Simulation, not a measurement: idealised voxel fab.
process module | voxel released beams
cross-section cut | 170 nm wide | cells 5 nm
A cross-section is a grid of square cells, given in bands from the top down. A band is one or more rows of cells.
Each band's line starts with the height of the band's top and of its bottom, in nm. Then come its materials from left to right, each with its width in nm. One material with "throughout" fills the band from edge to edge. "air" is empty space.
Height 0 is the level under which the wafer as received is all one material. The lowest band goes on downwards, as in "0 down".
A width such as "30 to 40" changes by the same amount from each row of cells to the next, from the band's top row to its bottom row.
"no change" after a step means that no cell of the cross-section changed.
closed voids: empty space of 8 cells or more with no open way to the top, each as width x height at its distance from the left edge, in nm
after a step's settings: what the simulator itself notes on the step
overlay nm, on a step with a mask: how far to the right of its planned place the mask lay; to the left if negative
plan
1 op RECEIVE | material Si
2 op CONFORMAL_DEP | material SiN | thk nm 5
3 op DIRECTIONAL_DEP | material SiO2 | thk nm 20
4 op DIRECTIONAL_DEP | material aC | thk nm 15
5 op PATTERN | tone open | mask id ANCHOR | material resist | width nm 45 | thk nm 30 | overlay nm 0
6 op DIRECTIONAL_ETCH | etch materials aC | depth nm 15
7 op STRIP | etch materials resist
8 op DIRECTIONAL_ETCH | etch materials SiO2 | depth nm 20
9 op STRIP | etch materials aC
10 op CONFORMAL_DEP | material polySi | thk nm 15
11 op DIRECTIONAL_DEP | material aC | thk nm 10
12 op PATTERN | tone cover | mask id BEAM | material resist | width nm 90 | thk nm 25 | overlay nm 0
13 op DIRECTIONAL_ETCH | etch materials aC | depth nm 10
14 op STRIP | etch materials resist
15 op DIRECTIONAL_ETCH | etch materials polySi | depth nm 15
16 op STRIP | etch materials aC
17 op STRIP | etch materials SiO2
as received, after step 1
  0 down: Si throughout
  closed voids: none
a wafer at the end: this start, this plan, one mistake
  40 to 30: air 35 | polySi 20 | air 15 | polySi 55 | air 45
  30 to 25: polySi 55 | air 15 | polySi 100
  25 to 20: SiO2 40 | polySi 15 | air 15 | polySi 15 | SiO2 85
  20 to 5: SiO2 40 | polySi 45 | SiO2 85
  5 to 0: SiN throughout
  0 down: Si throughout
  closed voids: none
what went wrong: step 15 ran as: op DIRECTIONAL_ETCH | etch materials polySi | depth nm 10
